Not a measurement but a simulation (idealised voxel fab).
process module | voxel air gaps
cross-section cut | 270 nm wide | cells 5 nm
A cross-section is a grid of square cells, given in bands from the top down. A band is one or more rows of cells.
Each band's line starts with the height of the band's top and of its bottom, in nm. Then come its materials from left to right, each with its width in nm. One material with "throughout" fills the band from edge to edge. "air" is empty space.
Height 0 is the level under which the wafer as received is all one material. The lowest band goes on downwards, as in "0 down".
A width such as "30 to 40" changes by the same amount from each row of cells to the next, from the band's top row to its bottom row.
"no change" after a step means that no cell of the cross-section changed.
closed voids: empty space of 8 cells or more with no open way to the top, each as width x height at its distance from the left edge, in nm
after a step's settings: what the simulator itself notes on the step
overlay nm, on a step with a mask: how far to the right of its planned place the mask lay; to the left if negative
plan
1 op RECEIVE | material Si
2 op CONFORMAL_DEP | material SiO2 | thk nm 10
3 op CONFORMAL_DEP | material SiN | thk nm 5
4 op DIRECTIONAL_DEP | material lowk | thk nm 30
5 op PATTERN | tone open | mask id LINES | material resist | width nm 20 | pitch nm 45 | thk nm 20 | overlay nm 0
6 op DIRECTIONAL_ETCH | etch materials lowk | depth nm 30
7 op STRIP | etch materials resist
8 op CONFORMAL_DEP | material TiN | thk nm 5
9 op FILL_DEP | material Ru | thk nm 10
10 op CMP | height nm 45
11 op EPI | material Ru | thk nm 10
12 op SELECTIVE_ETCH | etch materials lowk | depth nm 40
13 op CONFORMAL_DEP | material SiCN | thk nm 5
as received, after step 1
  0 down: Si throughout
  closed voids: none
first wafer at the end, as planned
  60 to 55: air 65 | SiCN 140 | air 65
  55 to 45: air 65 | SiCN 5 | Ru 40 | SiCN 5 | Ru 40 | SiCN 5 | Ru 40 | SiCN 5 | air 65
  45 to 40: air 65 | SiCN 15 | TiN 5 | Ru 10 | TiN 5 | SiCN 25 | TiN 5 | Ru 10 | TiN 5 | SiCN 25 | TiN 5 | Ru 10 | TiN 5 | SiCN 15 | air 65
  40 to 20: air 75 | SiCN 5 | TiN 5 | Ru 10 | TiN 5 | SiCN 5 | air 15 | SiCN 5 | TiN 5 | Ru 10 | TiN 5 | SiCN 5 | air 15 | SiCN 5 | TiN 5 | Ru 10 | TiN 5 | SiCN 5 | air 75
  20 to 15: SiCN 80 | TiN 20 | SiCN 25 | TiN 20 | SiCN 25 | TiN 20 | SiCN 80
  15 to 10: SiN throughout
  10 to 0: SiO2 throughout
  0 down: Si throughout
  closed voids: 15 x 20 at 105; 15 x 20 at 150
second wafer at the end: like start, like plan, one mistake
  60 to 55: air 65 | SiCN 140 | air 65
  55 to 45: air 65 | SiCN 5 | Ru 40 | SiCN 5 | Ru 40 | SiCN 5 | Ru 40 | SiCN 5 | air 65
  45 to 40: air 65 | SiCN 15 | TiN 5 | Ru 10 | TiN 5 | SiCN 25 | TiN 5 | Ru 10 | TiN 5 | SiCN 25 | TiN 5 | Ru 10 | TiN 5 | SiCN 15 | air 65
  40 to 20: air 75 | SiCN 5 | TiN 5 | Ru 10 | TiN 5 | SiCN 5 | air 15 | SiCN 5 | TiN 5 | Ru 10 | TiN 5 | SiCN 5 | air 15 | SiCN 5 | TiN 5 | Ru 10 | TiN 5 | SiCN 5 | air 75
  20 to 15: SiCN 80 | TiN 20 | SiCN 25 | TiN 20 | SiCN 25 | TiN 20 | SiCN 80
  15 to 10: TiN throughout
  10 to 0: SiO2 throughout
  0 down: Si throughout
  closed voids: 15 x 20 at 105; 15 x 20 at 150
what went wrong: step 3 ran as: op CONFORMAL_DEP | material TiN | thk nm 5
at the end the second wafer has, in cells: 54 fewer of SiN | 54 more of TiN
